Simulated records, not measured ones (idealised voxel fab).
The document below concerns the process module designated voxel plated lines.
cross-section cut | 285 nm wide | cells 5 nm
Format of a cross-section: grid, square cells. Given as bands. Order: top down. Band: one or more rows of cells.
Within each band entry, the heights of the top and of the bottom of the band appear first, in that order and in nm; the materials of the band then follow from left to right, each with its corresponding width in nm. The designation "throughout" on a single material indicates that it fills the band from edge to edge; the designation "empty" indicates empty space.
The reference from which all heights are counted is 0, the level beneath which the as-received wafer is entirely one material; the lowest band, having no lower bound, proceeds downward and is written after the example "0 -> down".
Width spec "30->40" -> top row of cells at first value, bottom row at second value, equal per-row change in between.
You'll sometimes find "all unchanged" written for a step, and that's the way of saying that nowhere in the cross-section did a cell change during that step.
If an empty space has no open way to the top and is at least 8 cells in size, "Closed void inventory" lists it, written width x height at distance, where distance is measured from the left edge and every value is in nm.
That trailing text on a step's line, after the settings, is the simulator's own remark on the step.
overlay nm: mask right of planned place by this much (step with mask). Neg. = left.
Note on reading: below, each pair holds a cross-section from before one process step and one from after it; the one from after shows only down to the lowest band that changed. Beneath the pair, the step in between is stated along with its settings. The pairs can stem from different runs of this module on the same starting wafer. Where a pair's entry headed "Pre-step geometry" says so, and only there, that pair continues from the pair above it.
### Pre-step geometry
    0 -> down  Si throughout
    Closed void inventory: none
### Post-Step Geometry
    5 -> 0  Al2O3 throughout
    For the remainder of the cross-section, below 0, there is no change.
    Closed void inventory: none
the step between: op CONFORMAL_DEP | material Al2O3 | thk nm 5
Pre-step geometry: we pick up right where the pair above leaves off, with its after cross-section.
### Post-Step Geometry
    10 -> 5  TiN throughout
    For the remainder of the cross-section, below 5, there is no change.
    Closed void inventory: none
the step between: op DIRECTIONAL_DEP | material TiN | thk nm 5
Pre-step geometry: we pick up right where the pair above leaves off, with its after cross-section.
### Post-Step Geometry
    35 -> 10  resist=100, then empty=25, then resist=30, then empty=25, then resist=105
    For the remainder of the cross-section, below 10, there is no change.
    Closed void inventory: none
the step between: op PATTERN | tone open | mask id LINES | material resist | width nm 25 | pitch nm 55 | thk nm 25 | overlay nm 0
Pre-step geometry: we pick up right where the pair above leaves off, with its after cross-section.
### Post-Step Geometry
    35 -> 20  resist=100, then empty=25, then resist=30, then empty=25, then resist=105
    20 -> 10  resist=100, then Ru=25, then resist=30, then Ru=25, then resist=105
    For the remainder of the cross-section, below 10, there is no change.
    Closed void inventory: none
the step between: op EPI | material Ru | thk nm 10
Pre-step geometry: we pick up right where the pair above leaves off, with its after cross-section.
### Post-Step Geometry
    35 -> 30  resist=100, then empty=25, then resist=30, then empty=25, then resist=105
    30 -> 10  resist=100, then Ru=25, then resist=30, then Ru=25, then resist=105
    For the remainder of the cross-section, below 10, there is no change.
    Closed void inventory: none
the step between: op EPI | material Ru | thk nm 10
Pre-step geometry: we pick up right where the pair above leaves off, with its after cross-section.
### Post-Step Geometry
    30 -> 10  empty=100, then Ru=25, then empty=30, then Ru=25, then empty=105
    For the remainder of the cross-section, below 10, there is no change.
    Closed void inventory: none
the step between: op STRIP | etch materials resist
Pre-step geometry: we pick up right where the pair above leaves off, with its after cross-section.
### Post-Step Geometry
    30 -> 10  empty=100, then Ru=25, then empty=30, then Ru=25, then empty=105
    10 -> 5  empty=100, then TiN=25, then empty=30, then TiN=25, then empty=105
    For the remainder of the cross-section, below 5, there is no change.
    Closed void inventory: none
the step between: op DIRECTIONAL_ETCH | etch materials TiN | depth nm 5
Pre-step geometry: we pick up right where the pair above leaves off, with its after cross-section.
### Post-Step Geometry
    40 -> 30  empty=90, then SiCN=45, then empty=10, then SiCN=45, then empty=95
    30 -> 15  empty=90, then SiCN=10, then Ru=25, then SiCN=10, then empty=10, then SiCN=10, then Ru=25, then SiCN=10, then empty=95
    15 -> 10  SiCN=100, then Ru=25, then SiCN=30, then Ru=25, then SiCN=105
    10 -> 5  SiCN=100, then TiN=25, then SiCN=30, then TiN=25, then SiCN=105
    For the remainder of the cross-section, below 5, there is no change.
    Closed void inventory: none
the step between: op CONFORMAL_DEP | material SiCN | thk nm 10
### Pre-step geometry
    35 -> 30  resist=100, then empty=25, then resist=30, then empty=25, then resist=105
    30 -> 10  resist=100, then Ru=25, then resist=30, then Ru=25, then resist=105
    10 -> 5  TiN throughout
    5 -> 0  Al2O3 throughout
    0 -> down  Si throughout
    Closed void inventory: none
### Post-Step Geometry
    40 -> 35  empty=95, then Ru=35, then empty=20, then Ru=35, then empty=100
    35 -> 10  resist=100, then Ru=25, then resist=30, then Ru=25, then resist=105
    For the remainder of the cross-section, below 10, there is no change.
    Closed void inventory: none
the step between: op EPI | material Ru | thk nm 10
Pre-step geometry: we pick up right where the pair above leaves off, with its after cross-section.
### Post-Step Geometry
    40 -> 35  empty=95, then Ru=35, then empty=20, then Ru=35, then empty=100
    35 -> 10  empty=100, then Ru=25, then empty=30, then Ru=25, then empty=105
    For the remainder of the cross-section, below 10, there is no change.
    Closed void inventory: none
the step between: op STRIP | etch materials resist
Pre-step geometry: we pick up right where the pair above leaves off, with its after cross-section.
### Post-Step Geometry
    40 -> 35  empty=95, then Ru=35, then empty=20, then Ru=35, then empty=100
    35 -> 10  empty=100, then Ru=25, then empty=30, then Ru=25, then empty=105
    10 -> 5  empty=95, then TiN=35, then empty=20, then TiN=35, then empty=100
    For the remainder of the cross-section, below 5, there is no change.
    Closed void inventory: none
the step between: op DIRECTIONAL_ETCH | etch materials TiN | depth nm 5
Pre-step geometry: we pick up right where the pair above leaves off, with its after cross-section.
### Post-Step Geometry
    50 -> 40  empty=85, then SiCN=110, then empty=90
    40 -> 35  empty=85, then SiCN=10, then Ru=35, then SiCN=20, then Ru=35, then SiCN=10, then empty=90
    35 -> 25  empty=85, then SiCN=15, then Ru=25, then SiCN=30, then Ru=25, then SiCN=15, then empty=90
    25 -> 20  empty=90, then SiCN=10, then Ru=25, then SiCN=10, then empty=10, then SiCN=10, then Ru=25, then SiCN=10, then empty=95
    20 -> 15  empty=85, then SiCN=15, then Ru=25, then SiCN=30, then Ru=25, then SiCN=15, then empty=90
    15 -> 10  SiCN=100, then Ru=25, then SiCN=30, then Ru=25, then SiCN=105
    10 -> 5  SiCN=95, then TiN=35, then SiCN=20, then TiN=35, then SiCN=100
    For the remainder of the cross-section, below 5, there is no change.
    Closed void inventory: none
the step between: op CONFORMAL_DEP | material SiCN | thk nm 10
### Pre-step geometry
    10 -> 5  TiN throughout
    5 -> 0  Al2O3 throughout
    0 -> down  Si throughout
    Closed void inventory: none
### Post-Step Geometry
    20 -> 10  Ru throughout
    For the remainder of the cross-section, below 10, there is no change.
    Closed void inventory: none
the step between: op EPI | material Ru | thk nm 10
Pre-step geometry: we pick up right where the pair above leaves off, with its after cross-section.
### Post-Step Geometry
    45 -> 20  resist=100, then empty=25, then resist=30, then empty=25, then resist=105
    For the remainder of the cross-section, below 20, there is no change.
    Closed void inventory: none
the step between: op PATTERN | tone open | mask id LINES | material resist | width nm 25 | pitch nm 55 | thk nm 25 | overlay nm 0
Pre-step geometry: we pick up right where the pair above leaves off, with its after cross-section.
### Post-Step Geometry
    45 -> 30  resist=100, then empty=25, then resist=30, then empty=25, then resist=105
    30 -> 20  resist=100, then Ru=25, then resist=30, then Ru=25, then resist=105
    For the remainder of the cross-section, below 20, there is no change.
    Closed void inventory: none
the step between: op EPI | material Ru | thk nm 10
Pre-step geometry: we pick up right where the pair above leaves off, with its after cross-section.
### Post-Step Geometry
    30 -> 20  empty=100, then Ru=25, then empty=30, then Ru=25, then empty=105
    For the remainder of the cross-section, below 20, there is no change.
    Closed void inventory: none
the step between: op STRIP | etch materials resist
Pre-step geometry: we pick up right where the pair above leaves off, with its after cross-section.
### Post-Step Geometry
    40 -> 30  empty=90, then SiCN=45, then empty=10, then SiCN=45, then empty=95
    30 -> 20  SiCN=100, then Ru=25, then SiCN=30, then Ru=25, then SiCN=105
    For the remainder of the cross-section, below 20, there is no change.
    Closed void inventory: none
the step between: op CONFORMAL_DEP | material SiCN | thk nm 10
### Pre-step geometry
    10 -> 5  TiN throughout
    5 -> 0  Al2O3 throughout
    0 -> down  Si throughout
    Closed void inventory: none
### Post-Step Geometry
    25 -> 10  resist=100, then empty=25, then resist=30, then empty=25, then resist=105
    For the remainder of the cross-section, below 10, there is no change.
    Closed void inventory: none
the step between: op PATTERN | tone open | mask id LINES | material resist | width nm 25 | pitch nm 55 | thk nm 15 | overlay nm 0
Pre-step geometry: we pick up right where the pair above leaves off, with its after cross-section.
### Post-Step Geometry
    25 -> 20  resist=100, then empty=25, then resist=30, then empty=25, then resist=105
    20 -> 10  resist=100, then Ru=25, then resist=30, then Ru=25, then resist=105
    For the remainder of the cross-section, below 10, there is no change.
    Closed void inventory: none
the step between: op EPI | material Ru | thk nm 10
Pre-step geometry: we pick up right where the pair above leaves off, with its after cross-section.
### Post-Step Geometry
    30 -> 25  empty=95, then Ru=35, then empty=20, then Ru=35, then empty=100
    25 -> 10  resist=100, then Ru=25, then resist=30, then Ru=25, then resist=105
    For the remainder of the cross-section, below 10, there is no change.
    Closed void inventory: none
the step between: op EPI | material Ru | thk nm 10
Pre-step geometry: we pick up right where the pair above leaves off, with its after cross-section.
### Post-Step Geometry
    30 -> 25  empty=95, then Ru=35, then empty=20, then Ru=35, then empty=100
    25 -> 10  empty=100, then Ru=25, then empty=30, then Ru=25, then empty=105
    For the remainder of the cross-section, below 10, there is no change.
    Closed void inventory: none
the step between: op STRIP | etch materials resist
Pre-step geometry: we pick up right where the pair above leaves off, with its after cross-section.
### Post-Step Geometry
    30 -> 25  empty=95, then Ru=35, then empty=20, then Ru=35, then empty=100
    25 -> 10  empty=100, then Ru=25, then empty=30, then Ru=25, then empty=105
    10 -> 5  empty=95, then TiN=35, then empty=20, then TiN=35, then empty=100
    For the remainder of the cross-section, below 5, there is no change.
    Closed void inventory: none
the step between: op DIRECTIONAL_ETCH | etch materials TiN | depth nm 5
Pre-step geometry: we pick up right where the pair above leaves off, with its after cross-section.
### Post-Step Geometry
    40 -> 30  empty=85, then SiCN=110, then empty=90
    30 -> 25  empty=85, then SiCN=10, then Ru=35, then SiCN=20, then Ru=35, then SiCN=10, then empty=90
    25 -> 15  empty=85, then SiCN=15, then Ru=25, then SiCN=30, then Ru=25, then SiCN=15, then empty=90
    15 -> 10  SiCN=100, then Ru=25, then SiCN=30, then Ru=25, then SiCN=105
    10 -> 5  SiCN=95, then TiN=35, then SiCN=20, then TiN=35, then SiCN=100
    For the remainder of the cross-section, below 5, there is no change.
    Closed void inventory: none
the step between: op CONFORMAL_DEP | material SiCN | thk nm 10
### Pre-step geometry
    10 -> 5  TiN throughout
    5 -> 0  Al2O3 throughout
    0 -> down  Si throughout
    Closed void inventory: none
### Post-Step Geometry
    35 -> 10  resist=105, then empty=15, then resist=40, then empty=15, then resist=110
    For the remainder of the cross-section, below 10, there is no change.
    Closed void inventory: none
the step between: op PATTERN | tone open | mask id LINES | material resist | width nm 15 | pitch nm 55 | thk nm 25 | overlay nm 0
Pre-step geometry: we pick up right where the pair above leaves off, with its after cross-section.
### Post-Step Geometry
    35 -> 20  resist=105, then empty=15, then resist=40, then empty=15, then resist=110
    20 -> 10  resist=105, then Ru=15, then resist=40, then Ru=15, then resist=110
    For the remainder of the cross-section, below 10, there is no change.
    Closed void inventory: none
the step between: op EPI | material Ru | thk nm 10
Pre-step geometry: we pick up right where the pair above leaves off, with its after cross-section.
### Post-Step Geometry
    35 -> 30  resist=105, then empty=15, then resist=40, then empty=15, then resist=110
    30 -> 10  resist=105, then Ru=15, then resist=40, then Ru=15, then resist=110
    For the remainder of the cross-section, below 10, there is no change.
    Closed void inventory: none
the step between: op EPI | material Ru | thk nm 10
Pre-step geometry: we pick up right where the pair above leaves off, with its after cross-section.
### Post-Step Geometry
    30 -> 10  empty=105, then Ru=15, then empty=40, then Ru=15, then empty=110
    For the remainder of the cross-section, below 10, there is no change.
    Closed void inventory: none
the step between: op STRIP | etch materials resist
Pre-step geometry: we pick up right where the pair above leaves off, with its after cross-section.
### Post-Step Geometry
    30 -> 10  empty=105, then Ru=15, then empty=40, then Ru=15, then empty=110
    10 -> 5  empty=105, then TiN=15, then empty=40, then TiN=15, then empty=110
    For the remainder of the cross-section, below 5, there is no change.
    Closed void inventory: none
the step between: op DIRECTIONAL_ETCH | etch materials TiN | depth nm 5
Pre-step geometry: we pick up right where the pair above leaves off, with its after cross-section.
### Post-Step Geometry
    40 -> 30  empty=95, then SiCN=35, then empty=20, then SiCN=35, then empty=100
    30 -> 15  empty=95, then SiCN=10, then Ru=15, then SiCN=10, then empty=20, then SiCN=10, then Ru=15, then SiCN=10, then empty=100
    15 -> 10  SiCN=105, then Ru=15, then SiCN=40, then Ru=15, then SiCN=110
    10 -> 5  SiCN=105, then TiN=15, then SiCN=40, then TiN=15, then SiCN=110
    For the remainder of the cross-section, below 5, there is no change.
    Closed void inventory: none
the step between: op CONFORMAL_DEP | material SiCN | thk nm 10
### Pre-step geometry
    10 -> 5  TiN throughout
    5 -> 0  Al2O3 throughout
    0 -> down  Si throughout
    Closed void inventory: none
### Post-Step Geometry
    35 -> 10  resist=110, then empty=25, then resist=30, then empty=25, then resist=95
    For the remainder of the cross-section, below 10, there is no change.
    Closed void inventory: none
the step between: op PATTERN | tone open | mask id LINES | material resist | width nm 25 | pitch nm 55 | thk nm 25 | overlay nm 10
Pre-step geometry: we pick up right where the pair above leaves off, with its after cross-section.
### Post-Step Geometry
    35 -> 20  resist=110, then empty=25, then resist=30, then empty=25, then resist=95
    20 -> 10  resist=110, then Ru=25, then resist=30, then Ru=25, then resist=95
    For the remainder of the cross-section, below 10, there is no change.
    Closed void inventory: none
the step between: op EPI | material Ru | thk nm 10
Pre-step geometry: we pick up right where the pair above leaves off, with its after cross-section.
### Post-Step Geometry
    35 -> 30  resist=110, then empty=25, then resist=30, then empty=25, then resist=95
    30 -> 10  resist=110, then Ru=25, then resist=30, then Ru=25, then resist=95
    For the remainder of the cross-section, below 10, there is no change.
    Closed void inventory: none
the step between: op EPI | material Ru | thk nm 10
Pre-step geometry: we pick up right where the pair above leaves off, with its after cross-section.
### Post-Step Geometry
    30 -> 10  empty=110, then Ru=25, then empty=30, then Ru=25, then empty=95
    For the remainder of the cross-section, below 10, there is no change.
    Closed void inventory: none
the step between: op STRIP | etch materials resist
Pre-step geometry: we pick up right where the pair above leaves off, with its after cross-section.
### Post-Step Geometry
    30 -> 10  empty=110, then Ru=25, then empty=30, then Ru=25, then empty=95
    10 -> 5  empty=110, then TiN=25, then empty=30, then TiN=25, then empty=95
    For the remainder of the cross-section, below 5, there is no change.
    Closed void inventory: none
the step between: op DIRECTIONAL_ETCH | etch materials TiN | depth nm 5
Pre-step geometry: we pick up right where the pair above leaves off, with its after cross-section.
### Post-Step Geometry
    40 -> 30  empty=100, then SiCN=45, then empty=10, then SiCN=45, then empty=85
    30 -> 15  empty=100, then SiCN=10, then Ru=25, then SiCN=10, then empty=10, then SiCN=10, then Ru=25, then SiCN=10, then empty=85
    15 -> 10  SiCN=110, then Ru=25, then SiCN=30, then Ru=25, then SiCN=95
    10 -> 5  SiCN=110, then TiN=25, then SiCN=30, then TiN=25, then SiCN=95
    For the remainder of the cross-section, below 5, there is no change.
    Closed void inventory: none
the step between: op CONFORMAL_DEP | material SiCN | thk nm 10
### Pre-step geometry
    30 -> 10  empty=100, then Ru=25, then empty=30, then Ru=25, then empty=105
    10 -> 5  empty=100, then TiN=25, then empty=30, then TiN=25, then empty=105
    5 -> 0  Al2O3 throughout
    0 -> down  Si throughout
    Closed void inventory: none
### Post-Step Geometry
    40 -> 15  empty=90, then Ru=45, then empty=10, then Ru=45, then empty=95
    15 -> 10  Ru throughout
    10 -> 5  Ru=100, then TiN=25, then Ru=30, then TiN=25, then Ru=105
    For the remainder of the cross-section, below 5, there is no change.
    Closed void inventory: none
the step between: op CONFORMAL_DEP | material Ru | thk nm 10
### Pre-step geometry
    10 -> 5  TiN throughout
    5 -> 0  Al2O3 throughout
    0 -> down  Si throughout
    Closed void inventory: none
### Post-Step Geometry
    35 -> 10  empty=100, then resist=25, then empty=30, then resist=25, then empty=105
    For the remainder of the cross-section, below 10, there is no change.
    Closed void inventory: none
the step between: op PATTERN | tone cover | mask id LINES | material resist | width nm 25 | pitch nm 55 | thk nm 25 | overlay nm 0
Pre-step geometry: we pick up right where the pair above leaves off, with its after cross-section.
### Post-Step Geometry
    35 -> 20  empty=100, then resist=25, then empty=30, then resist=25, then empty=105
    20 -> 10  Ru=100, then resist=25, then Ru=30, then resist=25, then Ru=105
    For the remainder of the cross-section, below 10, there is no change.
    Closed void inventory: none
the step between: op EPI | material Ru | thk nm 10
Pre-step geometry: we pick up right where the pair above leaves off, with its after cross-section.
### Post-Step Geometry
    35 -> 30  empty=100, then resist=25, then empty=30, then resist=25, then empty=105
    30 -> 10  Ru=100, then resist=25, then Ru=30, then resist=25, then Ru=105
    For the remainder of the cross-section, below 10, there is no change.
    Closed void inventory: none
the step between: op EPI | material Ru | thk nm 10
Pre-step geometry: we pick up right where the pair above leaves off, with its after cross-section.
### Post-Step Geometry
    30 -> 10  Ru=100, then empty=25, then Ru=30, then empty=25, then Ru=105
    For the remainder of the cross-section, below 10, there is no change.
    Closed void inventory: none
the step between: op STRIP | etch materials resist
Pre-step geometry: we pick up right where the pair above leaves off, with its after cross-section.
### Post-Step Geometry
    30 -> 10  Ru=100, then empty=25, then Ru=30, then empty=25, then Ru=105
    10 -> 5  TiN=100, then empty=25, then TiN=30, then empty=25, then TiN=105
    For the remainder of the cross-section, below 5, there is no change.
    Closed void inventory: none
the step between: op DIRECTIONAL_ETCH | etch materials TiN | depth nm 5
Pre-step geometry: we pick up right where the pair above leaves off, with its after cross-section.
### Post-Step Geometry
    40 -> 30  SiCN=110, then empty=5, then SiCN=50, then empty=5, then SiCN=115
    30 -> 15  Ru=100, then SiCN=10, then empty=5, then SiCN=10, then Ru=30, then SiCN=10, then empty=5, then SiCN=10, then Ru=105
    15 -> 10  Ru=100, then SiCN=25, then Ru=30, then SiCN=25, then Ru=105
    10 -> 5  TiN=100, then SiCN=25, then TiN=30, then SiCN=25, then TiN=105
    For the remainder of the cross-section, below 5, there is no change.
    Closed void inventory: none
the step between: op CONFORMAL_DEP | material SiCN | thk nm 10
